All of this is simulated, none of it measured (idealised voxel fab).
Proc. module: voxel double patterning
Cross-section cut: width 190 nm, square cells of 5 nm.
Cross-section = grid of square cells, listed top down in bands; band = one or more rows. Basically the band line says how high the top is and how high the bottom is, in nm, and then what's in it from left to right, every material with its width in nm. Empty space shows up as "blank", and if a single material carries "full width" it runs the full band edge to edge. Height reference: 0 = level under which incoming wafer is all one material. Lowest band: no bottom, runs on downward, e.g. "0 nm and below". Think of "30..40" as a width that walks from the first number to the second as you go down the band, top row to bottom row, taking equal-sized steps from row to row. "everything unchanged" -> step changed no cross-section cell. The list in "Entrapped voids" covers empty spaces of 8 cells or more that cannot reach the top through any open way, and it gives each as width x height at distance; the distance is from the left edge, and width, height and distance are in nm. Whatever follows a step's settings on its line is a remark the simulator itself makes about that step. For masked steps, "overlay nm" on the step line gives how far right of plan the mask actually lay; a minus sign means it lay to the left.

## Process steps foreseen in the plan
1,RECEIVE with material Si
2,CONFORMAL_DEP with material SiO2, thk nm 10
3,DIRECTIONAL_DEP with material polySi, thk nm 15
4,DIRECTIONAL_DEP with material SiN, thk nm 5
5,DIRECTIONAL_DEP with material aC, thk nm 10
6,PATTERN with tone open, mask id FIRST, material resist, width nm 15, pitch nm 50, thk nm 30, overlay nm 0
7,DIRECTIONAL_ETCH with etch materials aC, depth nm 10
8,STRIP with etch materials resist
9,DIRECTIONAL_ETCH with etch materials SiN, depth nm 5
10,STRIP with etch materials aC
11,MASKED_ETCH with tone open, mask id SECOND, width nm 15, pitch nm 50, etch materials SiN, depth nm 5, overlay nm 0
12,DIRECTIONAL_ETCH with etch materials polySi, depth nm 15
13,STRIP with etch materials SiN

## Cross-section of the incoming wafer, state after step 1
  0 nm and below = Si full width
  Entrapped voids: none

## Cross-sectional result after module completion. Note: starting condition and plan are unchanged from above; one processing mistake was made
  25 nm to 10 nm = blank=60, then polySi=15, then blank=35, then polySi=15, then blank=65
  10 nm to 0 nm = SiO2 full width
  0 nm and below = Si full width
  Entrapped voids: none
The plan and the run diverged here: step 11 ran as: MASKED_ETCH with tone cover, mask id SECOND, width nm 15, pitch nm 50, etch materials SiN, depth nm 5, overlay nm 0
